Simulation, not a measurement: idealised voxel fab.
process module | voxel self aligned vias
Xsec cut, 280 nm wide, square cell size 5 nm.
Cross-section layout: square cells on a grid; listed as bands, top to bottom; a band spans one or more cell rows. Basically the band line says how high the top is and how high the bottom is, in nm, and then what's in it from left to right, every material with its width in nm. Empty space shows up as "air", and if a single material carries "everywhere" it runs the full band edge to edge. Height reference: 0 = level under which incoming wafer is all one material. Lowest band: no bottom, runs on downward, e.g. "0 down". Width: "30 to 40" (first number = top row, second number = bottom row, same change from row to row of cells). Given "no change" for a step, no cell of the cross-section differs between before and after that step. Empty spaces without an open route to the top, at least 8 cells in extent, make up the entry "Enclosed internal cavities"; each is given as width x height at distance, where the distance is measured from the left edge, and all are in nm. Heads up: the bit after the settings on a step's line is the simulator's remark on that step. On any step carrying a mask, the "overlay nm" setting, if present on the step's line, tells how far right of its planned place the mask lay; negative values point to the left. Note on reading: below, each pair holds a cross-section from before one process step and one from after it; the one from after shows only down to the lowest band that changed. Beneath the pair, the step in between is stated along with its settings. The pairs can stem from different runs of this module on the same starting wafer. Where a pair's entry headed "Structure before processing" says so, and only there, that pair continues from the pair above it.
Structure before processing
0 down: Si everywhere
Enclosed internal cavities: none
Section, Post-Step
15 to 0: SiO2 everywhere
Beneath the level 0, the cross-section is identical to its previous state.
Enclosed internal cavities: none
Process step separating the two views above: op CONFORMAL_DEP | material SiO2 | thk nm 15
Structure before processing: after-state, pair directly above.
Section, Post-Step
20 to 15: SiCN everywhere
Beneath the level 15, the cross-section is identical to its previous state.
Enclosed internal cavities: none
Process step separating the two views above: op CONFORMAL_DEP | material SiCN | thk nm 5
Structure before processing: after-state, pair directly above.
Section, Post-Step
50 to 20: SiO2 everywhere
Beneath the level 20, the cross-section is identical to its previous state.
Enclosed internal cavities: none
Process step separating the two views above: op DIRECTIONAL_DEP | material SiO2 | thk nm 30
Structure before processing: after-state, pair directly above.
Section, Post-Step
70 to 50: resist 55 nm / air 30 nm / resist 40 nm / air 30 nm / resist 40 nm / air 30 nm / resist 55 nm
Beneath the level 50, the cross-section is identical to its previous state.
Enclosed internal cavities: none
Process step separating the two views above: op PATTERN | tone open | mask id LINES | material resist | width nm 30 | pitch nm 70 | thk nm 20 | overlay nm 0
Structure before processing: after-state, pair directly above.
Section, Post-Step
70 to 50: resist 55 nm / air 30 nm / resist 40 nm / air 30 nm / resist 40 nm / air 30 nm / resist 55 nm
50 to 20: SiO2 55 nm / air 30 nm / SiO2 40 nm / air 30 nm / SiO2 40 nm / air 30 nm / SiO2 55 nm
Beneath the level 20, the cross-section is identical to its previous state.
Enclosed internal cavities: none
Process step separating the two views above: op DIRECTIONAL_ETCH | etch materials SiO2 | depth nm 30
Structure before processing: after-state, pair directly above.
Section, Post-Step
50 to 20: SiO2 55 nm / air 30 nm / SiO2 40 nm / air 30 nm / SiO2 40 nm / air 30 nm / SiO2 55 nm
Beneath the level 20, the cross-section is identical to its previous state.
Enclosed internal cavities: none
Process step separating the two views above: op STRIP | etch materials resist
Structure before processing: after-state, pair directly above.
Section, Post-Step
55 to 50: TiN 60 nm / air 20 nm / TiN 50 nm / air 20 nm / TiN 50 nm / air 20 nm / TiN 60 nm
50 to 25: SiO2 55 nm / TiN 5 nm / air 20 nm / TiN 5 nm / SiO2 40 nm / TiN 5 nm / air 20 nm / TiN 5 nm / SiO2 40 nm / TiN 5 nm / air 20 nm / TiN 5 nm / SiO2 55 nm
25 to 20: SiO2 55 nm / TiN 30 nm / SiO2 40 nm / TiN 30 nm / SiO2 40 nm / TiN 30 nm / SiO2 55 nm
Beneath the level 20, the cross-section is identical to its previous state.
Enclosed internal cavities: none
Process step separating the two views above: op CONFORMAL_DEP | material TiN | thk nm 5
Structure before processing: after-state, pair directly above.
Section, Post-Step
60 to 55: Ru everywhere
55 to 50: TiN 60 nm / Ru 20 nm / TiN 50 nm / Ru 20 nm / TiN 50 nm / Ru 20 nm / TiN 60 nm
50 to 25: SiO2 55 nm / TiN 5 nm / Ru 20 nm / TiN 5 nm / SiO2 40 nm / TiN 5 nm / Ru 20 nm / TiN 5 nm / SiO2 40 nm / TiN 5 nm / Ru 20 nm / TiN 5 nm / SiO2 55 nm
Beneath the level 25, the cross-section is identical to its previous state.
Enclosed internal cavities: none
Process step separating the two views above: op FILL_DEP | material Ru | thk nm 5
Structure before processing: after-state, pair directly above.
Section, Post-Step
50 to 25: SiO2 55 nm / TiN 5 nm / Ru 20 nm / TiN 5 nm / SiO2 40 nm / TiN 5 nm / Ru 20 nm / TiN 5 nm / SiO2 40 nm / TiN 5 nm / Ru 20 nm / TiN 5 nm / SiO2 55 nm
Beneath the level 25, the cross-section is identical to its previous state.
Enclosed internal cavities: none
Process step separating the two views above: op CMP | height nm 50
Structure before processing: after-state, pair directly above.
Section, Post-Step
50 to 40: SiO2 55 nm / air 30 nm / SiO2 40 nm / air 30 nm / SiO2 40 nm / air 30 nm / SiO2 55 nm
Beneath the level 40, the cross-section is identical to its previous state.
Enclosed internal cavities: none
Process step separating the two views above: op SELECTIVE_ETCH | etch materials W Ru TiN | depth nm 10
Structure before processing: after-state, pair directly above.
Section, Post-Step
55 to 50: SiN everywhere
50 to 40: SiO2 55 nm / SiN 30 nm / SiO2 40 nm / SiN 30 nm / SiO2 40 nm / SiN 30 nm / SiO2 55 nm
Beneath the level 40, the cross-section is identical to its previous state.
Enclosed internal cavities: none
Process step separating the two views above: op FILL_DEP | material SiN | thk nm 5
Structure before processing: after-state, pair directly above.
Section, Post-Step
50 to 40: SiO2 55 nm / SiN 30 nm / SiO2 40 nm / SiN 30 nm / SiO2 40 nm / SiN 30 nm / SiO2 55 nm
Beneath the level 40, the cross-section is identical to its previous state.
Enclosed internal cavities: none
Process step separating the two views above: op CMP | height nm 50
Structure before processing: after-state, pair directly above.
Section, Post-Step
65 to 50: SiO2 everywhere
Beneath the level 50, the cross-section is identical to its previous state.
Enclosed internal cavities: none
Process step separating the two views above: op DIRECTIONAL_DEP | material SiO2 | thk nm 15
Structure before processing: after-state, pair directly above.
Section, Post-Step
65 to 50: SiO2 45 nm / air 50 nm / SiO2 20 nm / air 50 nm / SiO2 20 nm / air 50 nm / SiO2 45 nm
Beneath the level 50, the cross-section is identical to its previous state.
Enclosed internal cavities: none
Process step separating the two views above: op MASKED_ETCH | tone open | mask id VIAS | width nm 50 | pitch nm 70 | etch materials SiO2 | depth nm 15 | overlay nm 0
Structure before processing: after-state, pair directly above.
Section, Post-Step
65 to 50: SiO2 45 nm / air 50 nm / SiO2 20 nm / air 50 nm / SiO2 20 nm / air 50 nm / SiO2 45 nm
50 to 40: SiO2 55 nm / air 30 nm / SiO2 40 nm / air 30 nm / SiO2 40 nm / air 30 nm / SiO2 55 nm
Beneath the level 40, the cross-section is identical to its previous state.
Enclosed internal cavities: none
Process step separating the two views above: op MASKED_ETCH | tone open | mask id VIAS | width nm 50 | pitch nm 70 | etch materials SiN | depth nm 10 | overlay nm 0
Structure before processing: after-state, pair directly above.
Section, Post-Step
70 to 65: TiN 50 nm / air 40 nm / TiN 30 nm / air 40 nm / TiN 30 nm / air 40 nm / TiN 50 nm
65 to 55: SiO2 45 nm / TiN 5 nm / air 40 nm / TiN 5 nm / SiO2 20 nm / TiN 5 nm / air 40 nm / TiN 5 nm / SiO2 20 nm / TiN 5 nm / air 40 nm / TiN 5 nm / SiO2 45 nm
55 to 45: SiO2 45 to 55 nm / TiN 15 to 5 nm / air 20 nm / TiN 15 to 5 nm / SiO2 20 to 40 nm / TiN 15 to 5 nm / air 20 nm / TiN 15 to 5 nm / SiO2 20 to 40 nm / TiN 15 to 5 nm / air 20 nm / TiN 15 to 5 nm / SiO2 45 to 55 nm
45 to 40: SiO2 55 nm / TiN 30 nm / SiO2 40 nm / TiN 30 nm / SiO2 40 nm / TiN 30 nm / SiO2 55 nm
Beneath the level 40, the cross-section is identical to its previous state.
Enclosed internal cavities: none
Process step separating the two views above: op CONFORMAL_DEP | material TiN | thk nm 5
Structure before processing: after-state, pair directly above.
Section, Post-Step
75 to 70: Ru everywhere
70 to 65: TiN 50 nm / Ru 40 nm / TiN 30 nm / Ru 40 nm / TiN 30 nm / Ru 40 nm / TiN 50 nm
65 to 55: SiO2 45 nm / TiN 5 nm / Ru 40 nm / TiN 5 nm / SiO2 20 nm / TiN 5 nm / Ru 40 nm / TiN 5 nm / SiO2 20 nm / TiN 5 nm / Ru 40 nm / TiN 5 nm / SiO2 45 nm
55 to 45: SiO2 45 to 55 nm / TiN 15 to 5 nm / Ru 20 nm / TiN 15 to 5 nm / SiO2 20 to 40 nm / TiN 15 to 5 nm / Ru 20 nm / TiN 15 to 5 nm / SiO2 20 to 40 nm / TiN 15 to 5 nm / Ru 20 nm / TiN 15 to 5 nm / SiO2 45 to 55 nm
Beneath the level 45, the cross-section is identical to its previous state.
Enclosed internal cavities: none
Process step separating the two views above: op FILL_DEP | material Ru | thk nm 5
Structure before processing: after-state, pair directly above.
Section, Post-Step
65 to 55: SiO2 45 nm / TiN 5 nm / Ru 40 nm / TiN 5 nm / SiO2 20 nm / TiN 5 nm / Ru 40 nm / TiN 5 nm / SiO2 20 nm / TiN 5 nm / Ru 40 nm / TiN 5 nm / SiO2 45 nm
Beneath the level 55, the cross-section is identical to its previous state.
Enclosed internal cavities: none
Process step separating the two views above: op CMP | height nm 65
Structure before processing: after-state, pair directly above.
Section, Post-Step
70 to 65: SiN everywhere
Beneath the level 65, the cross-section is identical to its previous state.
Enclosed internal cavities: none
Process step separating the two views above: op CONFORMAL_DEP | material SiN | thk nm 5
Structure before processing
15 to 0: SiO2 everywhere
0 down: Si everywhere
Enclosed internal cavities: none
Section, Post-Step
45 to 0: SiO2 everywhere
Beneath the level 0, the cross-section is identical to its previous state.
Enclosed internal cavities: none
Process step separating the two views above: op DIRECTIONAL_DEP | material SiO2 | thk nm 30
Structure before processing: after-state, pair directly above.
Section, Post-Step
65 to 45: resist 55 nm / air 30 nm / resist 40 nm / air 30 nm / resist 40 nm / air 30 nm / resist 55 nm
Beneath the level 45, the cross-section is identical to its previous state.
Enclosed internal cavities: none
Process step separating the two views above: op PATTERN | tone open | mask id LINES | material resist | width nm 30 | pitch nm 70 | thk nm 20 | overlay nm 0
Structure before processing: after-state, pair directly above.
Section, Post-Step
65 to 45: resist 55 nm / air 30 nm / resist 40 nm / air 30 nm / resist 40 nm / air 30 nm / resist 55 nm
45 to 15: SiO2 55 nm / air 30 nm / SiO2 40 nm / air 30 nm / SiO2 40 nm / air 30 nm / SiO2 55 nm
Beneath the level 15, the cross-section is identical to its previous state.
Enclosed internal cavities: none
Process step separating the two views above: op DIRECTIONAL_ETCH | etch materials SiO2 | depth nm 30
Structure before processing: after-state, pair directly above.
Section, Post-Step
45 to 15: SiO2 55 nm / air 30 nm / SiO2 40 nm / air 30 nm / SiO2 40 nm / air 30 nm / SiO2 55 nm
Beneath the level 15, the cross-section is identical to its previous state.
Enclosed internal cavities: none
Process step separating the two views above: op STRIP | etch materials resist
Structure before processing: after-state, pair directly above.
Section, Post-Step
50 to 45: TiN 60 nm / air 20 nm / TiN 50 nm / air 20 nm / TiN 50 nm / air 20 nm / TiN 60 nm
45 to 20: SiO2 55 nm / TiN 5 nm / air 20 nm / TiN 5 nm / SiO2 40 nm / TiN 5 nm / air 20 nm / TiN 5 nm / SiO2 40 nm / TiN 5 nm / air 20 nm / TiN 5 nm / SiO2 55 nm
20 to 15: SiO2 55 nm / TiN 30 nm / SiO2 40 nm / TiN 30 nm / SiO2 40 nm / TiN 30 nm / SiO2 55 nm
Beneath the level 15, the cross-section is identical to its previous state.
Enclosed internal cavities: none
Process step separating the two views above: op CONFORMAL_DEP | material TiN | thk nm 5
Structure before processing: after-state, pair directly above.
Section, Post-Step
55 to 50: Ru everywhere
50 to 45: TiN 60 nm / Ru 20 nm / TiN 50 nm / Ru 20 nm / TiN 50 nm / Ru 20 nm / TiN 60 nm
45 to 20: SiO2 55 nm / TiN 5 nm / Ru 20 nm / TiN 5 nm / SiO2 40 nm / TiN 5 nm / Ru 20 nm / TiN 5 nm / SiO2 40 nm / TiN 5 nm / Ru 20 nm / TiN 5 nm / SiO2 55 nm
Beneath the level 20, the cross-section is identical to its previous state.
Enclosed internal cavities: none
Process step separating the two views above: op FILL_DEP | material Ru | thk nm 5
Structure before processing: after-state, pair directly above.
Section, Post-Step
50 to 45: TiN 60 nm / Ru 20 nm / TiN 50 nm / Ru 20 nm / TiN 50 nm / Ru 20 nm / TiN 60 nm
Beneath the level 45, the cross-section is identical to its previous state.
Enclosed internal cavities: none
Process step separating the two views above: op CMP | height nm 50
Structure before processing: after-state, pair directly above.
Section, Post-Step
45 to 40: SiO2 55 nm / air 30 nm / SiO2 40 nm / air 30 nm / SiO2 40 nm / air 30 nm / SiO2 55 nm
Beneath the level 40, the cross-section is identical to its previous state.
Enclosed internal cavities: none
Process step separating the two views above: op SELECTIVE_ETCH | etch materials W Ru TiN | depth nm 10
Structure before processing: after-state, pair directly above.
Section, Post-Step
50 to 45: SiN everywhere
45 to 40: SiO2 55 nm / SiN 30 nm / SiO2 40 nm / SiN 30 nm / SiO2 40 nm / SiN 30 nm / SiO2 55 nm
Beneath the level 40, the cross-section is identical to its previous state.
Enclosed internal cavities: none
Process step separating the two views above: op FILL_DEP | material SiN | thk nm 5
Structure before processing: after-state, pair directly above.
Section, Post-Step
65 to 50: SiO2 everywhere
Beneath the level 50, the cross-section is identical to its previous state.
Enclosed internal cavities: none
Process step separating the two views above: op DIRECTIONAL_DEP | material SiO2 | thk nm 15
Structure before processing: after-state, pair directly above.
Section, Post-Step
65 to 50: SiO2 45 nm / air 50 nm / SiO2 20 nm / air 50 nm / SiO2 20 nm / air 50 nm / SiO2 45 nm
Beneath the level 50, the cross-section is identical to its previous state.
Enclosed internal cavities: none
Process step separating the two views above: op MASKED_ETCH | tone open | mask id VIAS | width nm 50 | pitch nm 70 | etch materials SiO2 | depth nm 15 | overlay nm 0
Structure before processing: after-state, pair directly above.
Section, Post-Step
65 to 50: SiO2 45 nm / air 50 nm / SiO2 20 nm / air 50 nm / SiO2 20 nm / air 50 nm / SiO2 45 nm
50 to 45: SiN 45 nm / air 50 nm / SiN 20 nm / air 50 nm / SiN 20 nm / air 50 nm / SiN 45 nm
45 to 40: SiO2 55 nm / air 30 nm / SiO2 40 nm / air 30 nm / SiO2 40 nm / air 30 nm / SiO2 55 nm
Beneath the level 40, the cross-section is identical to its previous state.
Enclosed internal cavities: none
Process step separating the two views above: op MASKED_ETCH | tone open | mask id VIAS | width nm 50 | pitch nm 70 | etch materials SiN | depth nm 10 | overlay nm 0
Structure before processing: after-state, pair directly above.
Section, Post-Step
70 to 65: TiN 50 nm / air 40 nm / TiN 30 nm / air 40 nm / TiN 30 nm / air 40 nm / TiN 50 nm
65 to 50: SiO2 45 nm / TiN 5 nm / air 40 nm / TiN 5 nm / SiO2 20 nm / TiN 5 nm / air 40 nm / TiN 5 nm / SiO2 20 nm / TiN 5 nm / air 40 nm / TiN 5 nm / SiO2 45 nm
50 to 45: SiN 45 nm / TiN 15 nm / air 20 nm / TiN 15 nm / SiN 20 nm / TiN 15 nm / air 20 nm / TiN 15 nm / SiN 20 nm / TiN 15 nm / air 20 nm / TiN 15 nm / SiN 45 nm
45 to 40: SiO2 55 nm / TiN 30 nm / SiO2 40 nm / TiN 30 nm / SiO2 40 nm / TiN 30 nm / SiO2 55 nm
Beneath the level 40, the cross-section is identical to its previous state.
Enclosed internal cavities: none
Process step separating the two views above: op CONFORMAL_DEP | material TiN | thk nm 5
Structure before processing: after-state, pair directly above.
Section, Post-Step
75 to 70: Ru everywhere
70 to 65: TiN 50 nm / Ru 40 nm / TiN 30 nm / Ru 40 nm / TiN 30 nm / Ru 40 nm / TiN 50 nm
65 to 50: SiO2 45 nm / TiN 5 nm / Ru 40 nm / TiN 5 nm / SiO2 20 nm / TiN 5 nm / Ru 40 nm / TiN 5 nm / SiO2 20 nm / TiN 5 nm / Ru 40 nm / TiN 5 nm / SiO2 45 nm
50 to 45: SiN 45 nm / TiN 15 nm / Ru 20 nm / TiN 15 nm / SiN 20 nm / TiN 15 nm / Ru 20 nm / TiN 15 nm / SiN 20 nm / TiN 15 nm / Ru 20 nm / TiN 15 nm / SiN 45 nm
Beneath the level 45, the cross-section is identical to its previous state.
Enclosed internal cavities: none
Process step separating the two views above: op FILL_DEP | material Ru | thk nm 5
Structure before processing: after-state, pair directly above.
Section, Post-Step
65 to 50: SiO2 45 nm / TiN 5 nm / Ru 40 nm / TiN 5 nm / SiO2 20 nm / TiN 5 nm / Ru 40 nm / TiN 5 nm / SiO2 20 nm / TiN 5 nm / Ru 40 nm / TiN 5 nm / SiO2 45 nm
Beneath the level 50, the cross-section is identical to its previous state.
Enclosed internal cavities: none
Process step separating the two views above: op CMP | height nm 65
Structure before processing: after-state, pair directly above.
Section, Post-Step
70 to 65: SiN everywhere
Beneath the level 65, the cross-section is identical to its previous state.
Enclosed internal cavities: none
Process step separating the two views above: op CONFORMAL_DEP | material SiN | thk nm 5
Structure before processing
15 to 0: SiO2 everywhere
0 down: Si everywhere
Enclosed internal cavities: none
Section, Post-Step
30 to 0: SiO2 everywhere
Beneath the level 0, the cross-section is identical to its previous state.
Enclosed internal cavities: none
Process step separating the two views above: op CONFORMAL_DEP | material SiO2 | thk nm 15
Structure before processing: after-state, pair directly above.
Section, Post-Step
35 to 30: SiCN everywhere
Beneath the level 30, the cross-section is identical to its previous state.
Enclosed internal cavities: none
Process step separating the two views above: op CONFORMAL_DEP | material SiCN | thk nm 5
Structure before processing: after-state, pair directly above.
Section, Post-Step
65 to 35: SiO2 everywhere
Beneath the level 35, the cross-section is identical to its previous state.
Enclosed internal cavities: none
Process step separating the two views above: op DIRECTIONAL_DEP | material SiO2 | thk nm 30
Structure before processing: after-state, pair directly above.
Section, Post-Step
85 to 65: resist 55 nm / air 30 nm / resist 40 nm / air 30 nm / resist 40 nm / air 30 nm / resist 55 nm
Beneath the level 65, the cross-section is identical to its previous state.
Enclosed internal cavities: none
Process step separating the two views above: op PATTERN | tone open | mask id LINES | material resist | width nm 30 | pitch nm 70 | thk nm 20 | overlay nm 0
Structure before processing: after-state, pair directly above.
Section, Post-Step
85 to 65: resist 55 nm / air 30 nm / resist 40 nm / air 30 nm / resist 40 nm / air 30 nm / resist 55 nm
65 to 35: SiO2 55 nm / air 30 nm / SiO2 40 nm / air 30 nm / SiO2 40 nm / air 30 nm / SiO2 55 nm
Beneath the level 35, the cross-section is identical to its previous state.
Enclosed internal cavities: none
Process step separating the two views above: op DIRECTIONAL_ETCH | etch materials SiO2 | depth nm 30
Structure before processing: after-state, pair directly above.
Section, Post-Step
65 to 35: SiO2 55 nm / air 30 nm / SiO2 40 nm / air 30 nm / SiO2 40 nm / air 30 nm / SiO2 55 nm
Beneath the level 35, the cross-section is identical to its previous state.
Enclosed internal cavities: none
Process step separating the two views above: op STRIP | etch materials resist
Structure before processing: after-state, pair directly above.
Section, Post-Step
70 to 65: TiN 60 nm / air 20 nm / TiN 50 nm / air 20 nm / TiN 50 nm / air 20 nm / TiN 60 nm
65 to 40: SiO2 55 nm / TiN 5 nm / air 20 nm / TiN 5 nm / SiO2 40 nm / TiN 5 nm / air 20 nm / TiN 5 nm / SiO2 40 nm / TiN 5 nm / air 20 nm / TiN 5 nm / SiO2 55 nm
40 to 35: SiO2 55 nm / TiN 30 nm / SiO2 40 nm / TiN 30 nm / SiO2 40 nm / TiN 30 nm / SiO2 55 nm
Beneath the level 35, the cross-section is identical to its previous state.
Enclosed internal cavities: none
Process step separating the two views above: op CONFORMAL_DEP | material TiN | thk nm 5
Structure before processing: after-state, pair directly above.
Section, Post-Step
75 to 70: Ru everywhere
70 to 65: TiN 60 nm / Ru 20 nm / TiN 50 nm / Ru 20 nm / TiN 50 nm / Ru 20 nm / TiN 60 nm
65 to 40: SiO2 55 nm / TiN 5 nm / Ru 20 nm / TiN 5 nm / SiO2 40 nm / TiN 5 nm / Ru 20 nm / TiN 5 nm / SiO2 40 nm / TiN 5 nm / Ru 20 nm / TiN 5 nm / SiO2 55 nm
Beneath the level 40, the cross-section is identical to its previous state.
Enclosed internal cavities: none
Process step separating the two views above: op FILL_DEP | material Ru | thk nm 5
Structure before processing: after-state, pair directly above.
Section, Post-Step
50 to 40: SiO2 55 nm / TiN 5 nm / Ru 20 nm / TiN 5 nm / SiO2 40 nm / TiN 5 nm / Ru 20 nm / TiN 5 nm / SiO2 40 nm / TiN 5 nm / Ru 20 nm / TiN 5 nm / SiO2 55 nm
Beneath the level 40, the cross-section is identical to its previous state.
Enclosed internal cavities: none
Process step separating the two views above: op CMP | height nm 50
Structure before processing: after-state, pair directly above.
Section, Post-Step
50 to 40: SiO2 55 nm / air 30 nm / SiO2 40 nm / air 30 nm / SiO2 40 nm / air 30 nm / SiO2 55 nm
Beneath the level 40, the cross-section is identical to its previous state.
Enclosed internal cavities: none
Process step separating the two views above: op SELECTIVE_ETCH | etch materials W Ru TiN | depth nm 10
Structure before processing: after-state, pair directly above.
Section, Post-Step
55 to 50: SiN everywhere
50 to 40: SiO2 55 nm / SiN 30 nm / SiO2 40 nm / SiN 30 nm / SiO2 40 nm / SiN 30 nm / SiO2 55 nm
Beneath the level 40, the cross-section is identical to its previous state.
Enclosed internal cavities: none
Process step separating the two views above: op FILL_DEP | material SiN | thk nm 5
Structure before processing: after-state, pair directly above.
Section, Post-Step
50 to 40: SiO2 55 nm / SiN 30 nm / SiO2 40 nm / SiN 30 nm / SiO2 40 nm / SiN 30 nm / SiO2 55 nm
Beneath the level 40, the cross-section is identical to its previous state.
Enclosed internal cavities: none
Process step separating the two views above: op CMP | height nm 50
Structure before processing: after-state, pair directly above.
Section, Post-Step
65 to 50: SiO2 everywhere
Beneath the level 50, the cross-section is identical to its previous state.
Enclosed internal cavities: none
Process step separating the two views above: op DIRECTIONAL_DEP | material SiO2 | thk nm 15
Structure before processing: after-state, pair directly above.
Section, Post-Step
65 to 50: SiO2 45 nm / air 50 nm / SiO2 20 nm / air 50 nm / SiO2 20 nm / air 50 nm / SiO2 45 nm
Beneath the level 50, the cross-section is identical to its previous state.
Enclosed internal cavities: none
Process step separating the two views above: op MASKED_ETCH | tone open | mask id VIAS | width nm 50 | pitch nm 70 | etch materials SiO2 | depth nm 15 | overlay nm 0
Structure before processing: after-state, pair directly above.
Section, Post-Step
65 to 50: SiO2 45 nm / air 50 nm / SiO2 20 nm / air 50 nm / SiO2 20 nm / air 50 nm / SiO2 45 nm
50 to 40: SiO2 55 nm / air 30 nm / SiO2 40 nm / air 30 nm / SiO2 40 nm / air 30 nm / SiO2 55 nm
Beneath the level 40, the cross-section is identical to its previous state.
Enclosed internal cavities: none
Process step separating the two views above: op MASKED_ETCH | tone open | mask id VIAS | width nm 50 | pitch nm 70 | etch materials SiN | depth nm 10 | overlay nm 0
Structure before processing: after-state, pair directly above.
Section, Post-Step
70 to 65: TiN 50 nm / air 40 nm / TiN 30 nm / air 40 nm / TiN 30 nm / air 40 nm / TiN 50 nm
65 to 55: SiO2 45 nm / TiN 5 nm / air 40 nm / TiN 5 nm / SiO2 20 nm / TiN 5 nm / air 40 nm / TiN 5 nm / SiO2 20 nm / TiN 5 nm / air 40 nm / TiN 5 nm / SiO2 45 nm
55 to 45: SiO2 45 to 55 nm / TiN 15 to 5 nm / air 20 nm / TiN 15 to 5 nm / SiO2 20 to 40 nm / TiN 15 to 5 nm / air 20 nm / TiN 15 to 5 nm / SiO2 20 to 40 nm / TiN 15 to 5 nm / air 20 nm / TiN 15 to 5 nm / SiO2 45 to 55 nm
45 to 35: SiO2 55 nm / TiN 30 nm / SiO2 40 nm / TiN 30 nm / SiO2 40 nm / TiN 30 nm / SiO2 55 nm
Beneath the level 35, the cross-section is identical to its previous state.
Enclosed internal cavities: none
Process step separating the two views above: op CONFORMAL_DEP | material TiN | thk nm 5
Structure before processing: after-state, pair directly above.
Section, Post-Step
75 to 70: Ru everywhere
70 to 65: TiN 50 nm / Ru 40 nm / TiN 30 nm / Ru 40 nm / TiN 30 nm / Ru 40 nm / TiN 50 nm
65 to 55: SiO2 45 nm / TiN 5 nm / Ru 40 nm / TiN 5 nm / SiO2 20 nm / TiN 5 nm / Ru 40 nm / TiN 5 nm / SiO2 20 nm / TiN 5 nm / Ru 40 nm / TiN 5 nm / SiO2 45 nm
55 to 45: SiO2 45 to 55 nm / TiN 15 to 5 nm / Ru 20 nm / TiN 15 to 5 nm / SiO2 20 to 40 nm / TiN 15 to 5 nm / Ru 20 nm / TiN 15 to 5 nm / SiO2 20 to 40 nm / TiN 15 to 5 nm / Ru 20 nm / TiN 15 to 5 nm / SiO2 45 to 55 nm
Beneath the level 45, the cross-section is identical to its previous state.
Enclosed internal cavities: none
Process step separating the two views above: op FILL_DEP | material Ru | thk nm 5
Structure before processing: after-state, pair directly above.
Section, Post-Step
65 to 55: SiO2 45 nm / TiN 5 nm / Ru 40 nm / TiN 5 nm / SiO2 20 nm / TiN 5 nm / Ru 40 nm / TiN 5 nm / SiO2 20 nm / TiN 5 nm / Ru 40 nm / TiN 5 nm / SiO2 45 nm
Beneath the level 55, the cross-section is identical to its previous state.
Enclosed internal cavities: none
Process step separating the two views above: op CMP | height nm 65
Structure before processing: after-state, pair directly above.
Section, Post-Step
70 to 65: SiN everywhere
Beneath the level 65, the cross-section is identical to its previous state.
Enclosed internal cavities: none
Process step separating the two views above: op CONFORMAL_DEP | material SiN | thk nm 5
Structure before processing
45 to 0: SiO2 everywhere
0 down: Si everywhere
Enclosed internal cavities: none
Section, Post-Step
50 to 45: SiCN everywhere
Beneath the level 45, the cross-section is identical to its previous state.
Enclosed internal cavities: none
Process step separating the two views above: op CONFORMAL_DEP | material SiCN | thk nm 5
Structure before processing: after-state, pair directly above.
Section, Post-Step
70 to 50: resist 55 nm / air 30 nm / resist 40 nm / air 30 nm / resist 40 nm / air 30 nm / resist 55 nm
Beneath the level 50, the cross-section is identical to its previous state.
Enclosed internal cavities: none
Process step separating the two views above: op PATTERN | tone open | mask id LINES | material resist | width nm 30 | pitch nm 70 | thk nm 20 | overlay nm 0
Structure before processing: after-state, pair directly above.
Section, Post-Step
50 to 45: SiCN everywhere
Beneath the level 45, the cross-section is identical to its previous state.
Enclosed internal cavities: none
Process step separating the two views above: op STRIP | etch materials resist
Structure before processing: after-state, pair directly above.
Section, Post-Step
55 to 50: TiN everywhere
Beneath the level 50, the cross-section is identical to its previous state.
Enclosed internal cavities: none
Process step separating the two views above: op CONFORMAL_DEP | material TiN | thk nm 5
Structure before processing: after-state, pair directly above.
Section, Post-Step
60 to 55: Ru everywhere
Beneath the level 55, the cross-section is identical to its previous state.
Enclosed internal cavities: none
Process step separating the two views above: op FILL_DEP | material Ru | thk nm 5
Structure before processing: after-state, pair directly above.
Section, Post-Step
50 to 45: SiCN everywhere
Beneath the level 45, the cross-section is identical to its previous state.
Enclosed internal cavities: none
Process step separating the two views above: op CMP | height nm 50
Structure before processing: after-state, pair directly above.
Section, Post-Step
55 to 50: SiN everywhere
Beneath the level 50, the cross-section is identical to its previous state.
Enclosed internal cavities: none
Process step separating the two views above: op FILL_DEP | material SiN | thk nm 5
Structure before processing: after-state, pair directly above.
Section, Post-Step
50 to 45: SiCN everywhere
Beneath the level 45, the cross-section is identical to its previous state.
Enclosed internal cavities: none
Process step separating the two views above: op CMP | height nm 50
Structure before processing: after-state, pair directly above.
Section, Post-Step
65 to 50: SiO2 everywhere
Beneath the level 50, the cross-section is identical to its previous state.
Enclosed internal cavities: none
Process step separating the two views above: op DIRECTIONAL_DEP | material SiO2 | thk nm 15
Structure before processing: after-state, pair directly above.
Section, Post-Step
65 to 50: SiO2 45 nm / air 50 nm / SiO2 20 nm / air 50 nm / SiO2 20 nm / air 50 nm / SiO2 45 nm
Beneath the level 50, the cross-section is identical to its previous state.
Enclosed internal cavities: none
Process step separating the two views above: op MASKED_ETCH | tone open | mask id VIAS | width nm 50 | pitch nm 70 | etch materials SiO2 | depth nm 15 | overlay nm 0
Structure before processing: after-state, pair directly above.
Section, Post-Step
70 to 65: TiN 50 nm / air 40 nm / TiN 30 nm / air 40 nm / TiN 30 nm / air 40 nm / TiN 50 nm
65 to 55: SiO2 45 nm / TiN 5 nm / air 40 nm / TiN 5 nm / SiO2 20 nm / TiN 5 nm / air 40 nm / TiN 5 nm / SiO2 20 nm / TiN 5 nm / air 40 nm / TiN 5 nm / SiO2 45 nm
55 to 50: SiO2 45 nm / TiN 50 nm / SiO2 20 nm / TiN 50 nm / SiO2 20 nm / TiN 50 nm / SiO2 45 nm
Beneath the level 50, the cross-section is identical to its previous state.
Enclosed internal cavities: none
Process step separating the two views above: op CONFORMAL_DEP | material TiN | thk nm 5
Structure before processing: after-state, pair directly above.
Section, Post-Step
75 to 70: Ru everywhere
70 to 65: TiN 50 nm / Ru 40 nm / TiN 30 nm / Ru 40 nm / TiN 30 nm / Ru 40 nm / TiN 50 nm
65 to 55: SiO2 45 nm / TiN 5 nm / Ru 40 nm / TiN 5 nm / SiO2 20 nm / TiN 5 nm / Ru 40 nm / TiN 5 nm / SiO2 20 nm / TiN 5 nm / Ru 40 nm / TiN 5 nm / SiO2 45 nm
Beneath the level 55, the cross-section is identical to its previous state.
Enclosed internal cavities: none
Process step separating the two views above: op FILL_DEP | material Ru | thk nm 5
Structure before processing: after-state, pair directly above.
Section, Post-Step
65 to 55: SiO2 45 nm / TiN 5 nm / Ru 40 nm / TiN 5 nm / SiO2 20 nm / TiN 5 nm / Ru 40 nm / TiN 5 nm / SiO2 20 nm / TiN 5 nm / Ru 40 nm / TiN 5 nm / SiO2 45 nm
Beneath the level 55, the cross-section is identical to its previous state.
Enclosed internal cavities: none
Process step separating the two views above: op CMP | height nm 65
Structure before processing: after-state, pair directly above.
Section, Post-Step
70 to 65: SiN everywhere
Beneath the level 65, the cross-section is identical to its previous state.
Enclosed internal cavities: none
Process step separating the two views above: op CONFORMAL_DEP | material SiN | thk nm 5
